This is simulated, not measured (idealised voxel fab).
Module name: voxel trench capacitor (process module)
In the cross-section labelled cut, the width is 165 nm and each square cell is 5 nm.
We lay out every cross-section as a grid of square cells and spell it out in bands from the top down, where one band means one or more rows of cells.
Look at the band entry: it leads with the top's height and the bottom's height in nm. Then it lists the materials left to right, with a width in nm for each. The word "all across" on a single material says that material fills the band edge to edge. The word "air" is empty space.
We count height from 0. Below that, the starting wafer is all one material. The lowest band never ends at the bottom but goes on down; see "0 and below" for how that is written.
So if you see something like "30..40" for the width, read it as the top row of the band sitting at the first number and the bottom row at the second, with every row in between moving by the same amount as the last.
"remained the same", as given for a step, is the statement that not any cell of the cross-section underwent a change during that step.
You'll see "Sealed voids" listing empty spaces that have no way open to the top, as long as they're 8 cells or more; the notation is width x height at distance, where the distance is from the left edge, and all of it is in nm.
after a step's settings: what the simulator itself notes on the step
Each step line may optionally specify "overlay nm", which for a step with a mask gives the rightward distance between the mask's planned place and where it lay, a negative value indicating the leftward direction.

The process steps that were planned are listed below:
1. RECEIVE [material Si]
2. CONFORMAL_DEP [material SiN] [thk nm 5]
3. PATTERN [tone open] [mask id TRENCH] [material resist] [width nm 20] [pitch nm 45] [thk nm 15] [overlay nm 0]
4. DIRECTIONAL_ETCH [etch materials SiN] [depth nm 5]
5. DIRECTIONAL_ETCH [etch materials Si] [depth nm 25]
6. STRIP [etch materials resist]
7. CONFORMAL_DEP [material SiO2] [thk nm 5]
8. FILL_DEP [material polySi] [thk nm 10]
9. CMP [height nm 5]

Cross-section of the incoming wafer, state after step 1:
    0 and below  Si all across
    Sealed voids: none

First wafer of two, sectioned at end of module; run went per plan:
    5 down to 0  SiN: 50 | SiO2: 5 | polySi: 10 | SiO2: 5 | SiN: 25 | SiO2: 5 | polySi: 10 | SiO2: 5 | SiN: 50
    0 down to -20  Si: 50 | SiO2: 5 | polySi: 10 | SiO2: 5 | Si: 25 | SiO2: 5 | polySi: 10 | SiO2: 5 | Si: 50
    -20 down to -25  Si: 50 | SiO2: 20 | Si: 25 | SiO2: 20 | Si: 50
    -25 and below  Si all across
    Sealed voids: none

Here's the second of our two wafers sectioned at module end. Same start as the first, same plan, but one mistake got made running it:
    5 down to 0  SiN: 45 | SiO2: 5 | polySi: 20 | SiO2: 5 | SiN: 15 | SiO2: 5 | polySi: 20 | SiO2: 5 | SiN: 45
    0 down to -20  Si: 45 | SiO2: 5 | polySi: 20 | SiO2: 5 | Si: 15 | SiO2: 5 | polySi: 20 | SiO2: 5 | Si: 45
    -20 down to -25  Si: 45 | SiO2: 30 | Si: 15 | SiO2: 30 | Si: 45
    -25 and below  Si all across
    Sealed voids: none
Deviation from plan: step 3 did not happen as planned, as run it was PATTERN [tone open] [mask id TRENCH] [material resist] [width nm 30] [pitch nm 45] [thk nm 15] [overlay nm 0]
Upon completion, the second wafer contains, in terms of cells, a greater or smaller amount of certain materials than the first wafer: -20 Si | -4 SiN | +4 SiO2 | +20 polySi
